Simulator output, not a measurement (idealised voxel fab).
You're looking at the process module voxel air gaps.
Square cell edge 5 nm, section width 220 nm, ID cut.
This document writes a cross-section as a grid whose cells are square, and gives it as bands, listed from the top down; one or more rows of cells form a band.
Read a band's entry like this: the first values are the height of its top and the height of its bottom in nm, and what follows is the sequence of materials from left to right, each with its width in nm. Note that "air" is empty space, and that a single material marked "all across" reaches across the band from edge to edge.
We count height from 0. Below that, the starting wafer is all one material. The lowest band never ends at the bottom but goes on down; see "from 0 down" for how that is written.
It should be noted that a width expressed as "30->40" varies in equal increments from row to row of cells within the band, taking the value of the first number at the top row and that of the second number at the bottom row.
Given "no change occurred" for a step, no cell of the cross-section differs between before and after that step.
Empty spaces without an open route to the top, at least 8 cells in extent, make up the entry "Closed void register"; each is given as width x height at distance, where the distance is measured from the left edge, and all are in nm.
after a step's settings: what the simulator itself notes on the step
overlay nm: for a step with a mask, the amount by which the mask lay right of where it was planned; a negative amount means left of it.

plan:
1: RECEIVE | material Si
2: CONFORMAL_DEP | material SiO2 | thk nm 15
3: CONFORMAL_DEP | material SiN | thk nm 5
4: DIRECTIONAL_DEP | material SiO2 | thk nm 35
5: DIRECTIONAL_DEP | material aC | thk nm 15
6: PATTERN | tone open | mask id LINES | material resist | width nm 20 | pitch nm 50 | thk nm 30 | overlay nm 0
7: DIRECTIONAL_ETCH | etch materials aC | depth nm 15
8: STRIP | etch materials resist
9: DIRECTIONAL_ETCH | etch materials SiO2 | depth nm 35
10: STRIP | etch materials aC
11: CONFORMAL_DEP | material TiN | thk nm 5
12: FILL_DEP | material W | thk nm 10
13: CMP | height nm 55
14: EPI | material Ru | thk nm 10
15: SELECTIVE_ETCH | etch materials SiO2 | depth nm 45
16: CONFORMAL_DEP | material SiCN | thk nm 5

First wafer of two (run as planned):

as received, after step 1:
  from 0 down: Si all across
  Closed void register: none

Wafer after step 2 (cross-section):
  from 15 to 0: SiO2 all across
  All layers under 0 are left as they were.

Wafer after step 3 (cross-section):
  from 20 to 15: SiN all across
  All layers under 15 are left as they were.

Wafer after step 4 (cross-section):
  from 55 to 20: SiO2 all across
  All layers under 20 are left as they were.

Wafer after step 5 (cross-section):
  from 70 to 55: aC all across
  All layers under 55 are left as they were.

Wafer after step 6 (cross-section):
  from 100 to 70: 25 nm resist / 20 nm air / 30 nm resist / 20 nm air / 30 nm resist / 20 nm air / 30 nm resist / 20 nm air / 25 nm resist
  All layers under 70 are left as they were.

Wafer after step 7 (cross-section):
  from 85 to 70: 25 nm resist / 20 nm air / 30 nm resist / 20 nm air / 30 nm resist / 20 nm air / 30 nm resist / 20 nm air / 25 nm resist
  from 70 to 55: 25 nm aC / 20 nm air / 30 nm aC / 20 nm air / 30 nm aC / 20 nm air / 30 nm aC / 20 nm air / 25 nm aC
  All layers under 55 are left as they were.

Wafer after step 8 (cross-section):
  from 70 to 55: 25 nm aC / 20 nm air / 30 nm aC / 20 nm air / 30 nm aC / 20 nm air / 30 nm aC / 20 nm air / 25 nm aC
  All layers under 55 are left as they were.

Wafer after step 9 (cross-section):
  from 70 to 55: 25 nm aC / 20 nm air / 30 nm aC / 20 nm air / 30 nm aC / 20 nm air / 30 nm aC / 20 nm air / 25 nm aC
  from 55 to 20: 25 nm SiO2 / 20 nm air / 30 nm SiO2 / 20 nm air / 30 nm SiO2 / 20 nm air / 30 nm SiO2 / 20 nm air / 25 nm SiO2
  All layers under 20 are left as they were.

Wafer after step 10 (cross-section):
  from 55 to 20: 25 nm SiO2 / 20 nm air / 30 nm SiO2 / 20 nm air / 30 nm SiO2 / 20 nm air / 30 nm SiO2 / 20 nm air / 25 nm SiO2
  All layers under 20 are left as they were.

Wafer after step 11 (cross-section):
  from 60 to 55: 30 nm TiN / 10 nm air / 40 nm TiN / 10 nm air / 40 nm TiN / 10 nm air / 40 nm TiN / 10 nm air / 30 nm TiN
  from 55 to 25: 25 nm SiO2 / 5 nm TiN / 10 nm air / 5 nm TiN / 30 nm SiO2 / 5 nm TiN / 10 nm air / 5 nm TiN / 30 nm SiO2 / 5 nm TiN / 10 nm air / 5 nm TiN / 30 nm SiO2 / 5 nm TiN / 10 nm air / 5 nm TiN / 25 nm SiO2
  from 25 to 20: 25 nm SiO2 / 20 nm TiN / 30 nm SiO2 / 20 nm TiN / 30 nm SiO2 / 20 nm TiN / 30 nm SiO2 / 20 nm TiN / 25 nm SiO2
  All layers under 20 are left as they were.

Wafer after step 12 (cross-section):
  from 70 to 60: W all across
  from 60 to 55: 30 nm TiN / 10 nm W / 40 nm TiN / 10 nm W / 40 nm TiN / 10 nm W / 40 nm TiN / 10 nm W / 30 nm TiN
  from 55 to 25: 25 nm SiO2 / 5 nm TiN / 10 nm W / 5 nm TiN / 30 nm SiO2 / 5 nm TiN / 10 nm W / 5 nm TiN / 30 nm SiO2 / 5 nm TiN / 10 nm W / 5 nm TiN / 30 nm SiO2 / 5 nm TiN / 10 nm W / 5 nm TiN / 25 nm SiO2
  All layers under 25 are left as they were.

Wafer after step 13 (cross-section):
  from 55 to 25: 25 nm SiO2 / 5 nm TiN / 10 nm W / 5 nm TiN / 30 nm SiO2 / 5 nm TiN / 10 nm W / 5 nm TiN / 30 nm SiO2 / 5 nm TiN / 10 nm W / 5 nm TiN / 30 nm SiO2 / 5 nm TiN / 10 nm W / 5 nm TiN / 25 nm SiO2
  All layers under 25 are left as they were.

Wafer after step 14 (cross-section):
  from 65 to 55: 15 nm air / 40 nm Ru / 10 nm air / 40 nm Ru / 10 nm air / 40 nm Ru / 10 nm air / 40 nm Ru / 15 nm air
  All layers under 55 are left as they were.

Wafer after step 15 (cross-section):
  from 65 to 55: 15 nm air / 40 nm Ru / 10 nm air / 40 nm Ru / 10 nm air / 40 nm Ru / 10 nm air / 40 nm Ru / 15 nm air
  from 55 to 25: 25 nm air / 5 nm TiN / 10 nm W / 5 nm TiN / 30 nm air / 5 nm TiN / 10 nm W / 5 nm TiN / 30 nm air / 5 nm TiN / 10 nm W / 5 nm TiN / 30 nm air / 5 nm TiN / 10 nm W / 5 nm TiN / 25 nm air
  from 25 to 20: 25 nm air / 20 nm TiN / 30 nm air / 20 nm TiN / 30 nm air / 20 nm TiN / 30 nm air / 20 nm TiN / 25 nm air
  All layers under 20 are left as they were.

Wafer after step 16 (cross-section):
  from 70 to 65: 10 nm air / 200 nm SiCN / 10 nm air
  from 65 to 55: 10 nm air / 5 nm SiCN / 40 nm Ru / 10 nm SiCN / 40 nm Ru / 10 nm SiCN / 40 nm Ru / 10 nm SiCN / 40 nm Ru / 5 nm SiCN / 10 nm air
  from 55 to 50: 10 nm air / 15 nm SiCN / 5 nm TiN / 10 nm W / 5 nm TiN / 30 nm SiCN / 5 nm TiN / 10 nm W / 5 nm TiN / 30 nm SiCN / 5 nm TiN / 10 nm W / 5 nm TiN / 30 nm SiCN / 5 nm TiN / 10 nm W / 5 nm TiN / 15 nm SiCN / 10 nm air
  from 50 to 25: 20 nm air / 5 nm SiCN / 5 nm TiN / 10 nm W / 5 nm TiN / 5 nm SiCN / 20 nm air / 5 nm SiCN / 5 nm TiN / 10 nm W / 5 nm TiN / 5 nm SiCN / 20 nm air / 5 nm SiCN / 5 nm TiN / 10 nm W / 5 nm TiN / 5 nm SiCN / 20 nm air / 5 nm SiCN / 5 nm TiN / 10 nm W / 5 nm TiN / 5 nm SiCN / 20 nm air
  from 25 to 20: 25 nm SiCN / 20 nm TiN / 30 nm SiCN / 20 nm TiN / 30 nm SiCN / 20 nm TiN / 30 nm SiCN / 20 nm TiN / 25 nm SiCN
  All layers under 20 are left as they were.
  Closed void register: 20 x 25 at 50; 20 x 25 at 100; 20 x 25 at 150

second wafer: like start, like plan, one mistake. Through step 5 it matches the first wafer:

Cross-section, second wafer, at the end time the plan gives for step 6:
  from 100 to 70: 25 nm air / 20 nm resist / 30 nm air / 20 nm resist / 30 nm air / 20 nm resist / 30 nm air / 20 nm resist / 25 nm air
  All layers under 70 are left as they were.

Cross-section, second wafer, at the end time the plan gives for step 7:
  from 85 to 70: 25 nm air / 20 nm resist / 30 nm air / 20 nm resist / 30 nm air / 20 nm resist / 30 nm air / 20 nm resist / 25 nm air
  from 70 to 55: 25 nm air / 20 nm aC / 30 nm air / 20 nm aC / 30 nm air / 20 nm aC / 30 nm air / 20 nm aC / 25 nm air
  All layers under 55 are left as they were.

Cross-section, second wafer, at the end time the plan gives for step 8:
  from 70 to 55: 25 nm air / 20 nm aC / 30 nm air / 20 nm aC / 30 nm air / 20 nm aC / 30 nm air / 20 nm aC / 25 nm air
  All layers under 55 are left as they were.

Cross-section, second wafer, at the end time the plan gives for step 9:
  from 70 to 55: 25 nm air / 20 nm aC / 30 nm air / 20 nm aC / 30 nm air / 20 nm aC / 30 nm air / 20 nm aC / 25 nm air
  from 55 to 20: 25 nm air / 20 nm SiO2 / 30 nm air / 20 nm SiO2 / 30 nm air / 20 nm SiO2 / 30 nm air / 20 nm SiO2 / 25 nm air
  All layers under 20 are left as they were.

Cross-section, second wafer, at the end time the plan gives for step 10:
  from 55 to 20: 25 nm air / 20 nm SiO2 / 30 nm air / 20 nm SiO2 / 30 nm air / 20 nm SiO2 / 30 nm air / 20 nm SiO2 / 25 nm air
  All layers under 20 are left as they were.

Cross-section, second wafer, at the end time the plan gives for step 11:
  from 60 to 55: 20 nm air / 30 nm TiN / 20 nm air / 30 nm TiN / 20 nm air / 30 nm TiN / 20 nm air / 30 nm TiN / 20 nm air
  from 55 to 25: 20 nm air / 5 nm TiN / 20 nm SiO2 / 5 nm TiN / 20 nm air / 5 nm TiN / 20 nm SiO2 / 5 nm TiN / 20 nm air / 5 nm TiN / 20 nm SiO2 / 5 nm TiN / 20 nm air / 5 nm TiN / 20 nm SiO2 / 5 nm TiN / 20 nm air
  from 25 to 20: 25 nm TiN / 20 nm SiO2 / 30 nm TiN / 20 nm SiO2 / 30 nm TiN / 20 nm SiO2 / 30 nm TiN / 20 nm SiO2 / 25 nm TiN
  All layers under 20 are left as they were.

Cross-section, second wafer, at the end time the plan gives for step 12:
  from 70 to 60: W all across
  from 60 to 55: 20 nm W / 30 nm TiN / 20 nm W / 30 nm TiN / 20 nm W / 30 nm TiN / 20 nm W / 30 nm TiN / 20 nm W
  from 55 to 25: 20 nm W / 5 nm TiN / 20 nm SiO2 / 5 nm TiN / 20 nm W / 5 nm TiN / 20 nm SiO2 / 5 nm TiN / 20 nm W / 5 nm TiN / 20 nm SiO2 / 5 nm TiN / 20 nm W / 5 nm TiN / 20 nm SiO2 / 5 nm TiN / 20 nm W
  All layers under 25 are left as they were.

Cross-section, second wafer, at the end time the plan gives for step 13:
  from 55 to 25: 20 nm W / 5 nm TiN / 20 nm SiO2 / 5 nm TiN / 20 nm W / 5 nm TiN / 20 nm SiO2 / 5 nm TiN / 20 nm W / 5 nm TiN / 20 nm SiO2 / 5 nm TiN / 20 nm W / 5 nm TiN / 20 nm SiO2 / 5 nm TiN / 20 nm W
  All layers under 25 are left as they were.

Cross-section, second wafer, at the end time the plan gives for step 14:
  from 65 to 55: Ru all across
  All layers under 55 are left as they were.

Cross-section, second wafer, at the end time the plan gives for step 15: no change occurred

Cross-section, second wafer, at the end time the plan gives for step 16:
  from 70 to 65: SiCN all across
  All layers under 65 are left as they were.
What broke from the plan during processing? planned and actual differ for step 6; actual: PATTERN | tone cover | mask id LINES | material resist | width nm 20 | pitch nm 50 | thk nm 30 | overlay nm 0
The closing comparison, in cells, has the second wafer with more or fewer of some materials than the first: 24 more of Ru, 104 fewer of SiCN, 112 more of SiO2, 12 more of TiN, 72 more of W
Wafer, first: 3 closed voids at end. Wafer, second: 0.
